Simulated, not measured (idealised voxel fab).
Process module name: voxel ribs on slabs
The figure presents cross-section cut, which has a width of 255 nm and is divided into square cells with an edge length of 5 nm.
Notation: cross-section as square-cell grid; stated in bands, top first, going down; one or more cell rows per band.
Top height, bottom height, nm. Materials left to right, width each, nm. Single material + "throughout" = fills band edge to edge. "blank" = empty.
Note: height 0 marks the level under which the wafer is uniformly one material as received. Lowest band unbounded below, written "0..down".
A width given as "30 to 40" starts at the first number in the band's top row and ends at the second number in its bottom row, shifting by an equal amount at every step from row to row.
It should be understood that the words "no change", when stated for a given step, signify that the cross-section underwent no change in any of its cells during that step.
Under "Sealed voids" you'll find the enclosed gaps, the ones with no way out to the top, that are 8 cells or bigger; each reads width x height at distance, with distance counted from the left edge, everything in nm.
Anything after a step's settings on that line? It's the simulator's own note about the step.
"overlay nm" denotes, for a step that has a mask, the displacement of the mask to the right of its planned place, with negative values corresponding to the left.
# Steps in the process plan
1: RECEIVE: material Si
2: DIRECTIONAL_DEP: material SiO2, thk nm 25
3: DIRECTIONAL_DEP: material polySi, thk nm 25
4: MASKED_ETCH: tone cover, mask id RIB, width nm 20, etch materials polySi, depth nm 5, overlay nm 0
5: DIRECTIONAL_DEP: material aC, thk nm 15
6: PATTERN: tone cover, mask id SLAB, material resist, width nm 70, thk nm 30, overlay nm 0
7: DIRECTIONAL_ETCH: etch materials aC, depth nm 15
8: STRIP: etch materials resist
9: DIRECTIONAL_ETCH: etch materials polySi, depth nm 20
10: STRIP: etch materials aC
11: FILL_DEP: material SiO2, thk nm 15
12: CMP: height nm 60
13: DIRECTIONAL_DEP: material TiN, thk nm 5
14: MASKED_ETCH: tone cover, mask id HEATER, width nm 30, etch materials TiN, depth nm 5, overlay nm 0
15: CONFORMAL_DEP: material SiO2, thk nm 10
# The following pertains to the first of two wafers, which was processed as planned
# As received (post step 1): cross-section
  0..down | Si throughout
  Sealed voids: none
# Cross-section: wafer state after step 2
  25..0 | SiO2 throughout
  No changes below 0.
# Cross-section: wafer state after step 3
  50..25 | polySi throughout
  No changes below 25.
# Cross-section: wafer state after step 4
  50..45 | blank=115; polySi=20; blank=120
  No changes below 45.
# Cross-section: wafer state after step 5
  65..60 | blank=115; aC=20; blank=120
  60..50 | aC throughout
  50..45 | aC=115; polySi=20; aC=120
  No changes below 45.
# Cross-section: wafer state after step 6
  95..65 | blank=90; resist=70; blank=95
  65..60 | blank=90; resist=25; aC=20; resist=25; blank=95
  No changes below 60.
# Cross-section: wafer state after step 7
  80..65 | blank=90; resist=70; blank=95
  65..60 | blank=90; resist=25; aC=20; resist=25; blank=95
  60..50 | blank=90; aC=70; blank=95
  50..45 | blank=90; aC=25; polySi=20; aC=25; blank=95
  No changes below 45.
# Cross-section: wafer state after step 8
  65..60 | blank=115; aC=20; blank=120
  No changes below 60.
# Cross-section: wafer state after step 9
  65..60 | blank=115; aC=20; blank=120
  60..50 | blank=90; aC=70; blank=95
  50..45 | blank=90; aC=25; polySi=20; aC=25; blank=95
  45..25 | blank=90; polySi=70; blank=95
  No changes below 25.
# Cross-section: wafer state after step 10
  50..45 | blank=115; polySi=20; blank=120
  No changes below 45.
# Cross-section: wafer state after step 11
  65..50 | SiO2 throughout
  50..45 | SiO2=115; polySi=20; SiO2=120
  45..25 | SiO2=90; polySi=70; SiO2=95
  No changes below 25.
# Cross-section: wafer state after step 12
  60..50 | SiO2 throughout
  No changes below 50.
# Cross-section: wafer state after step 13
  65..60 | TiN throughout
  No changes below 60.
# Cross-section: wafer state after step 14
  65..60 | blank=110; TiN=30; blank=115
  No changes below 60.
# Cross-section: wafer state after step 15
  75..70 | blank=100; SiO2=50; blank=105
  70..65 | SiO2 throughout
  65..60 | SiO2=110; TiN=30; SiO2=115
  No changes below 60.
# Second wafer, same starting state and plan as the first, one mistake in the run, identical through step 1
# Cross-section of the second wafer at the time step 2 of the plan should have ended
  30..0 | SiO2 throughout
  No changes below 0.
# Cross-section of the second wafer at the time step 3 of the plan should have ended
  55..30 | polySi throughout
  No changes below 30.
# Cross-section of the second wafer at the time step 4 of the plan should have ended
  55..50 | blank=115; polySi=20; blank=120
  No changes below 50.
# Cross-section of the second wafer at the time step 5 of the plan should have ended
  70..65 | blank=115; aC=20; blank=120
  65..55 | aC throughout
  55..50 | aC=115; polySi=20; aC=120
  No changes below 50.
# Cross-section of the second wafer at the time step 6 of the plan should have ended
  100..70 | blank=90; resist=70; blank=95
  70..65 | blank=90; resist=25; aC=20; resist=25; blank=95
  No changes below 65.
# Cross-section of the second wafer at the time step 7 of the plan should have ended
  85..70 | blank=90; resist=70; blank=95
  70..65 | blank=90; resist=25; aC=20; resist=25; blank=95
  65..55 | blank=90; aC=70; blank=95
  55..50 | blank=90; aC=25; polySi=20; aC=25; blank=95
  No changes below 50.
# Cross-section of the second wafer at the time step 8 of the plan should have ended
  70..65 | blank=115; aC=20; blank=120
  No changes below 65.
# Cross-section of the second wafer at the time step 9 of the plan should have ended
  70..65 | blank=115; aC=20; blank=120
  65..55 | blank=90; aC=70; blank=95
  55..50 | blank=90; aC=25; polySi=20; aC=25; blank=95
  50..30 | blank=90; polySi=70; blank=95
  No changes below 30.
# Cross-section of the second wafer at the time step 10 of the plan should have ended
  55..50 | blank=115; polySi=20; blank=120
  No changes below 50.
# Cross-section of the second wafer at the time step 11 of the plan should have ended
  70..55 | SiO2 throughout
  55..50 | SiO2=115; polySi=20; SiO2=120
  50..30 | SiO2=90; polySi=70; SiO2=95
  No changes below 30.
# Cross-section of the second wafer at the time step 12 of the plan should have ended
  60..55 | SiO2 throughout
  No changes below 55.
# Cross-section of the second wafer at the time step 13 of the plan should have ended
  65..60 | TiN throughout
  No changes below 60.
# Cross-section of the second wafer at the time step 14 of the plan should have ended
  65..60 | blank=110; TiN=30; blank=115
  No changes below 60.
# Cross-section of the second wafer at the time step 15 of the plan should have ended
  75..70 | blank=100; SiO2=50; blank=105
  70..65 | SiO2 throughout
  65..60 | SiO2=110; TiN=30; SiO2=115
  No changes below 60.
Deviation noted in wafer processing: step 2 changed vs plan, executed as DIRECTIONAL_DEP: material SiO2, thk nm 30
When the process is done, the second wafer contains the same cell count of every material as the first wafer, but distributed over other locations.
